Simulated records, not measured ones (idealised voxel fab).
Presented below is a process module, voxel gate over fins.
Square cell edge 5 nm, section width 280 nm, ID cut.
Cross-section spec: square-cell grid; bands listed top down; each band is one or more rows.
Read a band's entry like this: the first values are the height of its top and the height of its bottom in nm, and what follows is the sequence of materials from left to right, each with its width in nm. Note that "blank" is empty space, and that a single material marked "throughout" reaches across the band from edge to edge.
Below 0: as-received wafer, all one material; heights counted from there. Lowest band: no bottom, goes on down, written "0 -> down".
When a width is written as two numbers, as in "30->40", the first number is the width in the top row of cells of the band and the second is the width in its bottom row, and the width changes by the same amount from each row to the next.
What does "same as before" mean for a step? It means no cell of the cross-section changed in that step.
Heads up: "Enclosed void inventory" only lists the empty pockets with no open path to the top that are 8 cells or more, and it writes them as width x height at distance, distance from the left edge, in nm.
Post-settings text on a step line: simulator's own remark regarding the step.
Steps that use a mask can have "overlay nm" on their line. It says how far the mask sat to the right of where it was meant to be. Negative means to the left.
-- This section lists the process steps that were planned
- 1: RECEIVE with material Si
- 2: CONFORMAL_DEP with material SiN, thk nm 5
- 3: MASKED_ETCH with tone cover, mask id FINS, width nm 15, pitch nm 45, etch materials SiN, depth nm 5, overlay nm 0
- 4: MASKED_ETCH with tone cover, mask id FINS, width nm 15, pitch nm 45, etch materials Si, depth nm 30, overlay nm 0
- 5: FILL_DEP with material SiO2, thk nm 15
- 6: CMP with height nm 5
- 7: SELECTIVE_ETCH with etch materials SiO2, depth nm 15
- 8: STRIP with etch materials SiN
- 9: CONFORMAL_DEP with material HfO2, thk nm 5
- 10: CONFORMAL_DEP with material TiN, thk nm 5
- 11: FILL_DEP with material W, thk nm 10
- 12: CMP with height nm 15
- 13: CONFORMAL_DEP with material SiCN, thk nm 5
It is noted that the wafers described herein are identical at the outset and are distinguished by the width nm of step 3; the value stated in the plan corresponds to the first wafer.
-- Cross-section of the first of several wafers as received (after step 1)
> 0 -> down  Si throughout
> Enclosed void inventory: none
-- The rows of the table below are wafers. Looking at the end of the module, a row counts, for every material, the cells the wafer has gained, shown as (+), or lost, shown as (-), since it was received; its closed voids come next
width nm 15; +72 HfO2; -264 Si; +56 SiCN; +176 SiO2; +72 TiN; +112 W; Enclosed void inventory: none
width nm 20; +72 HfO2; -240 Si; +56 SiCN; +160 SiO2; +72 TiN; +104 W; Enclosed void inventory: none
width nm 25; +72 HfO2; -216 Si; +56 SiCN; +144 SiO2; +72 TiN; +96 W; Enclosed void inventory: none
width nm 30; +72 HfO2; -192 Si; +56 SiCN; +128 SiO2; +66 TiN; +94 W; Enclosed void inventory: none
